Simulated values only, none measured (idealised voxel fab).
Process module in this document: voxel spacer lines
This is section cut - it's 300 nm across, gridded in 5 nm square cells.
Notation: cross-section as square-cell grid; stated in bands, top first, going down; one or more cell rows per band. Top, bottom (nm), then materials left to right with widths (nm); lone material tagged "edge to edge" fills the whole band edge to edge; "blank" = empty space. Ref level 0: as-received wafer is one material below here. Bottom band extends down with no lower bound ("0 down"). Top row gets the first number, bottom row gets the second, and each row in between changes by the same step: that is how a band width like "30 to 40" works. When a step is marked "all unchanged", none of the cells in the cross-section changed during that step. Listed in "Enclosed void list": every empty space of 8 or more cells without an open way to the top. Form: width x height at distance, the distance being from the left edge, all in nm. Step line, after settings: the simulator's comment on this step. You can add "overlay nm" to a step's line. For a step with a mask, it describes how far the mask lay to the right of its planned position, and a negative number describes a lay to the left.
## The process steps that were planned are listed below
- 1: RECEIVE [material Si]
- 2: CONFORMAL_DEP [material Al2O3] [thk nm 5]
- 3: DIRECTIONAL_DEP [material TiN] [thk nm 15]
- 4: DIRECTIONAL_DEP [material aC] [thk nm 25]
- 5: PATTERN [tone cover] [mask id MANDREL] [material resist] [width nm 15] [pitch nm 60] [thk nm 30] [overlay nm 0]
- 6: DIRECTIONAL_ETCH [etch materials aC] [depth nm 25]
- 7: STRIP [etch materials resist]
- 8: CONFORMAL_DEP [material SiO2] [thk nm 15]
- 9: DIRECTIONAL_ETCH [etch materials SiO2] [depth nm 15]
- 10: STRIP [etch materials aC]
- 11: DIRECTIONAL_ETCH [etch materials TiN] [depth nm 15]
- 12: STRIP [etch materials SiO2]
## First out of two wafers; run went to plan
## Cross-section, incoming material, after step 1
> 0 down: Si edge to edge
> Enclosed void list: none
## Once step 2 is through, the wafer looks like this in cross-section
> 5 to 0: Al2O3 edge to edge
> Everything below 0 is unchanged.
## Once step 3 is through, the wafer looks like this in cross-section
> 20 to 5: TiN edge to edge
> Everything below 5 is unchanged.
## Once step 4 is through, the wafer looks like this in cross-section
> 45 to 20: aC edge to edge
> Everything below 20 is unchanged.
## Once step 5 is through, the wafer looks like this in cross-section
> 75 to 45: blank: 110 | resist: 15 | blank: 45 | resist: 15 | blank: 115
> Everything below 45 is unchanged.
## Once step 6 is through, the wafer looks like this in cross-section
> 50 to 45: blank: 110 | resist: 15 | blank: 45 | resist: 15 | blank: 115
> 45 to 20: blank: 110 | aC: 15 | blank: 45 | aC: 15 | blank: 115
> Everything below 20 is unchanged.
## Once step 7 is through, the wafer looks like this in cross-section
> 45 to 20: blank: 110 | aC: 15 | blank: 45 | aC: 15 | blank: 115
> Everything below 20 is unchanged.
## Once step 8 is through, the wafer looks like this in cross-section
> 60 to 45: blank: 95 | SiO2: 45 | blank: 15 | SiO2: 45 | blank: 100
> 45 to 35: blank: 95 | SiO2: 15 | aC: 15 | SiO2: 15 | blank: 15 | SiO2: 15 | aC: 15 | SiO2: 15 | blank: 100
> 35 to 20: SiO2: 110 | aC: 15 | SiO2: 45 | aC: 15 | SiO2: 115
> Everything below 20 is unchanged.
## Once step 9 is through, the wafer looks like this in cross-section
> 45 to 20: blank: 95 | SiO2: 15 | aC: 15 | SiO2: 15 | blank: 15 | SiO2: 15 | aC: 15 | SiO2: 15 | blank: 100
> Everything below 20 is unchanged.
## Once step 10 is through, the wafer looks like this in cross-section
> 45 to 20: blank: 95 | SiO2: 15 | blank: 15 | SiO2: 15 | blank: 15 | SiO2: 15 | blank: 15 | SiO2: 15 | blank: 100
> Everything below 20 is unchanged.
## Once step 11 is through, the wafer looks like this in cross-section
> 45 to 20: blank: 95 | SiO2: 15 | blank: 15 | SiO2: 15 | blank: 15 | SiO2: 15 | blank: 15 | SiO2: 15 | blank: 100
> 20 to 5: blank: 95 | TiN: 15 | blank: 15 | TiN: 15 | blank: 15 | TiN: 15 | blank: 15 | TiN: 15 | blank: 100
> Everything below 5 is unchanged.
## Once step 12 is through, the wafer looks like this in cross-section
> 20 to 5: blank: 95 | TiN: 15 | blank: 15 | TiN: 15 | blank: 15 | TiN: 15 | blank: 15 | TiN: 15 | blank: 100
> Everything below 5 is unchanged.
## Second Wafer (Identical Start and Plan, One Processing Error; Matches First Wafer Through Step 4)
## Cross-section, second wafer, at the end time the plan gives for step 5
> 75 to 45: blank: 115 | resist: 15 | blank: 45 | resist: 15 | blank: 110
> Everything below 45 is unchanged.
## Cross-section, second wafer, at the end time the plan gives for step 6
> 50 to 45: blank: 115 | resist: 15 | blank: 45 | resist: 15 | blank: 110
> 45 to 20: blank: 115 | aC: 15 | blank: 45 | aC: 15 | blank: 110
> Everything below 20 is unchanged.
## Cross-section, second wafer, at the end time the plan gives for step 7
> 45 to 20: blank: 115 | aC: 15 | blank: 45 | aC: 15 | blank: 110
> Everything below 20 is unchanged.
## Cross-section, second wafer, at the end time the plan gives for step 8
> 60 to 45: blank: 100 | SiO2: 45 | blank: 15 | SiO2: 45 | blank: 95
> 45 to 35: blank: 100 | SiO2: 15 | aC: 15 | SiO2: 15 | blank: 15 | SiO2: 15 | aC: 15 | SiO2: 15 | blank: 95
> 35 to 20: SiO2: 115 | aC: 15 | SiO2: 45 | aC: 15 | SiO2: 110
> Everything below 20 is unchanged.
## Cross-section, second wafer, at the end time the plan gives for step 9
> 45 to 20: blank: 100 | SiO2: 15 | aC: 15 | SiO2: 15 | blank: 15 | SiO2: 15 | aC: 15 | SiO2: 15 | blank: 95
> Everything below 20 is unchanged.
## Cross-section, second wafer, at the end time the plan gives for step 10
> 45 to 20: blank: 100 | SiO2: 15 | blank: 15 | SiO2: 15 | blank: 15 | SiO2: 15 | blank: 15 | SiO2: 15 | blank: 95
> Everything below 20 is unchanged.
## Cross-section, second wafer, at the end time the plan gives for step 11
> 45 to 20: blank: 100 | SiO2: 15 | blank: 15 | SiO2: 15 | blank: 15 | SiO2: 15 | blank: 15 | SiO2: 15 | blank: 95
> 20 to 5: blank: 100 | TiN: 15 | blank: 15 | TiN: 15 | blank: 15 | TiN: 15 | blank: 15 | TiN: 15 | blank: 95
> Everything below 5 is unchanged.
## Cross-section, second wafer, at the end time the plan gives for step 12
> 20 to 5: blank: 100 | TiN: 15 | blank: 15 | TiN: 15 | blank: 15 | TiN: 15 | blank: 15 | TiN: 15 | blank: 95
> Everything below 5 is unchanged.
Error vs. plan: not per plan at step 5, really ran PATTERN [tone cover] [mask id MANDREL] [material resist] [width nm 15] [pitch nm 60] [thk nm 30] [overlay nm 5]
At the end, the second wafer has the same number of cells of each material as the first, but those cells sit in other places.
